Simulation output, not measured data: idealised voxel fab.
Proc. module: voxel self aligned vias
Cross-section cut: width 170 nm, square cells of 5 nm.
In what follows, cross-sections appear as grids of square cells, described through bands that run from the top down, where every band is one or more rows of cells. Each band's line starts with the height of the band's top and of its bottom, in nm. Then come its materials from left to right, each with its width in nm. One material with "throughout" fills the band from edge to edge. "blank" is empty space. Height reference: 0 = level under which incoming wafer is all one material. Lowest band: no bottom, runs on downward, e.g. "0 nm and below". Graded width ("30 to 40"): value in top row of band = first number; value in bottom row = second number; row-to-row change constant. Step marked "all unchanged"? Then no cell in the cross-section changed in it. In the "closed voids" entry, you get each enclosed empty space of 8 cells or more, one with no open way to the top, written width x height at distance, distance from the left edge, in nm. Past the settings on a step's line: simulator remark, on that step. The optional step-line setting "overlay nm" applies to steps with a mask and quantifies how far to the right of its planned location the mask lay, a negative value indicating leftward placement.

Planned step list for the process:
- 1: op RECEIVE | material Si
- 2: op CONFORMAL_DEP | material SiO2 | thk nm 15
- 3: op CONFORMAL_DEP | material SiCN | thk nm 5
- 4: op DIRECTIONAL_DEP | material lowk | thk nm 30
- 5: op MASKED_ETCH | tone open | mask id LINES | width nm 20 | pitch nm 50 | etch materials lowk | depth nm 30 | overlay nm 0
- 6: op CONFORMAL_DEP | material TiN | thk nm 5
- 7: op FILL_DEP | material Ru | thk nm 10
- 8: op CMP | height nm 50
- 9: op SELECTIVE_ETCH | etch materials W Ru TiN | depth nm 5
- 10: op FILL_DEP | material SiN | thk nm 10
- 11: op CMP | height nm 50
- 12: op DIRECTIONAL_DEP | material lowk | thk nm 15
- 13: op MASKED_ETCH | tone open | mask id VIAS | width nm 30 | pitch nm 50 | etch materials lowk | depth nm 15 | overlay nm 0
- 14: op MASKED_ETCH | tone open | mask id VIAS | width nm 30 | pitch nm 50 | etch materials SiN | depth nm 5 | overlay nm 0
- 15: op CONFORMAL_DEP | material TiN | thk nm 5
- 16: op FILL_DEP | material Cu | thk nm 5
- 17: op CMP | height nm 65
- 18: op CONFORMAL_DEP | material SiN | thk nm 5

So, the first of our two wafers, run just as we planned it:

Cross-section of the wafer upon arrival, representing the state reached after step 1:
    0 nm and below: Si throughout
    closed voids: none

Take a look at the wafer's cross-section after step 2:
    15 nm to 0 nm: SiO2 throughout
    Nothing below the height 0 has changed.

Take a look at the wafer's cross-section after step 3:
    20 nm to 15 nm: SiCN throughout
    Nothing below the height 15 has changed.

Take a look at the wafer's cross-section after step 4:
    50 nm to 20 nm: lowk throughout
    Nothing below the height 20 has changed.

Take a look at the wafer's cross-section after step 5:
    50 nm to 20 nm: 50 lowk; 20 blank; 30 lowk; 20 blank; 50 lowk
    Nothing below the height 20 has changed.

Take a look at the wafer's cross-section after step 6:
    55 nm to 50 nm: 55 TiN; 10 blank; 40 TiN; 10 blank; 55 TiN
    50 nm to 25 nm: 50 lowk; 5 TiN; 10 blank; 5 TiN; 30 lowk; 5 TiN; 10 blank; 5 TiN; 50 lowk
    25 nm to 20 nm: 50 lowk; 20 TiN; 30 lowk; 20 TiN; 50 lowk
    Nothing below the height 20 has changed.

Take a look at the wafer's cross-section after step 7:
    65 nm to 55 nm: Ru throughout
    55 nm to 50 nm: 55 TiN; 10 Ru; 40 TiN; 10 Ru; 55 TiN
    50 nm to 25 nm: 50 lowk; 5 TiN; 10 Ru; 5 TiN; 30 lowk; 5 TiN; 10 Ru; 5 TiN; 50 lowk
    Nothing below the height 25 has changed.

Take a look at the wafer's cross-section after step 8:
    50 nm to 25 nm: 50 lowk; 5 TiN; 10 Ru; 5 TiN; 30 lowk; 5 TiN; 10 Ru; 5 TiN; 50 lowk
    Nothing below the height 25 has changed.

Take a look at the wafer's cross-section after step 9:
    50 nm to 45 nm: 50 lowk; 20 blank; 30 lowk; 20 blank; 50 lowk
    Nothing below the height 45 has changed.

Take a look at the wafer's cross-section after step 10:
    60 nm to 50 nm: SiN throughout
    50 nm to 45 nm: 50 lowk; 20 SiN; 30 lowk; 20 SiN; 50 lowk
    Nothing below the height 45 has changed.

Take a look at the wafer's cross-section after step 11:
    50 nm to 45 nm: 50 lowk; 20 SiN; 30 lowk; 20 SiN; 50 lowk
    Nothing below the height 45 has changed.

Take a look at the wafer's cross-section after step 12:
    65 nm to 50 nm: lowk throughout
    Nothing below the height 50 has changed.

Take a look at the wafer's cross-section after step 13:
    65 nm to 50 nm: 45 lowk; 30 blank; 20 lowk; 30 blank; 45 lowk
    Nothing below the height 50 has changed.

Take a look at the wafer's cross-section after step 14:
    65 nm to 50 nm: 45 lowk; 30 blank; 20 lowk; 30 blank; 45 lowk
    50 nm to 45 nm: 50 lowk; 20 blank; 30 lowk; 20 blank; 50 lowk
    Nothing below the height 45 has changed.

Take a look at the wafer's cross-section after step 15:
    70 nm to 65 nm: 50 TiN; 20 blank; 30 TiN; 20 blank; 50 TiN
    65 nm to 55 nm: 45 lowk; 5 TiN; 20 blank; 5 TiN; 20 lowk; 5 TiN; 20 blank; 5 TiN; 45 lowk
    55 nm to 50 nm: 45 lowk; 10 TiN; 10 blank; 10 TiN; 20 lowk; 10 TiN; 10 blank; 10 TiN; 45 lowk
    50 nm to 45 nm: 50 lowk; 20 TiN; 30 lowk; 20 TiN; 50 lowk
    Nothing below the height 45 has changed.

Take a look at the wafer's cross-section after step 16:
    75 nm to 70 nm: Cu throughout
    70 nm to 65 nm: 50 TiN; 20 Cu; 30 TiN; 20 Cu; 50 TiN
    65 nm to 55 nm: 45 lowk; 5 TiN; 20 Cu; 5 TiN; 20 lowk; 5 TiN; 20 Cu; 5 TiN; 45 lowk
    55 nm to 50 nm: 45 lowk; 10 TiN; 10 Cu; 10 TiN; 20 lowk; 10 TiN; 10 Cu; 10 TiN; 45 lowk
    Nothing below the height 50 has changed.

Take a look at the wafer's cross-section after step 17:
    65 nm to 55 nm: 45 lowk; 5 TiN; 20 Cu; 5 TiN; 20 lowk; 5 TiN; 20 Cu; 5 TiN; 45 lowk
    Nothing below the height 55 has changed.

Take a look at the wafer's cross-section after step 18:
    70 nm to 65 nm: SiN throughout
    Nothing below the height 65 has changed.

The Second Wafer: Common Origin and Plan, One Mistake in Execution, Identical to the First Through Step 1:

Cross-sectional view of the second wafer at the intended end time of process step 2:
    30 nm to 0 nm: SiO2 throughout
    Nothing below the height 0 has changed.

Cross-sectional view of the second wafer at the intended end time of process step 3:
    35 nm to 30 nm: SiCN throughout
    Nothing below the height 30 has changed.

Cross-sectional view of the second wafer at the intended end time of process step 4:
    65 nm to 35 nm: lowk throughout
    Nothing below the height 35 has changed.

Cross-sectional view of the second wafer at the intended end time of process step 5:
    65 nm to 35 nm: 50 lowk; 20 blank; 30 lowk; 20 blank; 50 lowk
    Nothing below the height 35 has changed.

Cross-sectional view of the second wafer at the intended end time of process step 6:
    70 nm to 65 nm: 55 TiN; 10 blank; 40 TiN; 10 blank; 55 TiN
    65 nm to 40 nm: 50 lowk; 5 TiN; 10 blank; 5 TiN; 30 lowk; 5 TiN; 10 blank; 5 TiN; 50 lowk
    40 nm to 35 nm: 50 lowk; 20 TiN; 30 lowk; 20 TiN; 50 lowk
    Nothing below the height 35 has changed.

Cross-sectional view of the second wafer at the intended end time of process step 7:
    80 nm to 70 nm: Ru throughout
    70 nm to 65 nm: 55 TiN; 10 Ru; 40 TiN; 10 Ru; 55 TiN
    65 nm to 40 nm: 50 lowk; 5 TiN; 10 Ru; 5 TiN; 30 lowk; 5 TiN; 10 Ru; 5 TiN; 50 lowk
    Nothing below the height 40 has changed.

Cross-sectional view of the second wafer at the intended end time of process step 8:
    50 nm to 40 nm: 50 lowk; 5 TiN; 10 Ru; 5 TiN; 30 lowk; 5 TiN; 10 Ru; 5 TiN; 50 lowk
    Nothing below the height 40 has changed.

Cross-sectional view of the second wafer at the intended end time of process step 9:
    50 nm to 45 nm: 50 lowk; 20 blank; 30 lowk; 20 blank; 50 lowk
    Nothing below the height 45 has changed.

Cross-sectional view of the second wafer at the intended end time of process step 10:
    60 nm to 50 nm: SiN throughout
    50 nm to 45 nm: 50 lowk; 20 SiN; 30 lowk; 20 SiN; 50 lowk
    Nothing below the height 45 has changed.

Cross-sectional view of the second wafer at the intended end time of process step 11:
    50 nm to 45 nm: 50 lowk; 20 SiN; 30 lowk; 20 SiN; 50 lowk
    Nothing below the height 45 has changed.

Cross-sectional view of the second wafer at the intended end time of process step 12:
    65 nm to 50 nm: lowk throughout
    Nothing below the height 50 has changed.

Cross-sectional view of the second wafer at the intended end time of process step 13:
    65 nm to 50 nm: 45 lowk; 30 blank; 20 lowk; 30 blank; 45 lowk
    Nothing below the height 50 has changed.

Cross-sectional view of the second wafer at the intended end time of process step 14:
    65 nm to 50 nm: 45 lowk; 30 blank; 20 lowk; 30 blank; 45 lowk
    50 nm to 45 nm: 50 lowk; 20 blank; 30 lowk; 20 blank; 50 lowk
    Nothing below the height 45 has changed.

Cross-sectional view of the second wafer at the intended end time of process step 15:
    70 nm to 65 nm: 50 TiN; 20 blank; 30 TiN; 20 blank; 50 TiN
    65 nm to 55 nm: 45 lowk; 5 TiN; 20 blank; 5 TiN; 20 lowk; 5 TiN; 20 blank; 5 TiN; 45 lowk
    55 nm to 50 nm: 45 lowk; 10 TiN; 10 blank; 10 TiN; 20 lowk; 10 TiN; 10 blank; 10 TiN; 45 lowk
    50 nm to 45 nm: 50 lowk; 20 TiN; 30 lowk; 20 TiN; 50 lowk
    Nothing below the height 45 has changed.

Cross-sectional view of the second wafer at the intended end time of process step 16:
    75 nm to 70 nm: Cu throughout
    70 nm to 65 nm: 50 TiN; 20 Cu; 30 TiN; 20 Cu; 50 TiN
    65 nm to 55 nm: 45 lowk; 5 TiN; 20 Cu; 5 TiN; 20 lowk; 5 TiN; 20 Cu; 5 TiN; 45 lowk
    55 nm to 50 nm: 45 lowk; 10 TiN; 10 Cu; 10 TiN; 20 lowk; 10 TiN; 10 Cu; 10 TiN; 45 lowk
    Nothing below the height 50 has changed.

Cross-sectional view of the second wafer at the intended end time of process step 17:
    65 nm to 55 nm: 45 lowk; 5 TiN; 20 Cu; 5 TiN; 20 lowk; 5 TiN; 20 Cu; 5 TiN; 45 lowk
    Nothing below the height 55 has changed.

Cross-sectional view of the second wafer at the intended end time of process step 18:
    70 nm to 65 nm: SiN throughout
    Nothing below the height 65 has changed.
Deviation noted in wafer processing: twice, step 2 of the plan was run
Final comparison by cell count, materials where the second wafer has more or fewer than the first: Ru -12; SiO2 +102; TiN -12; lowk -78
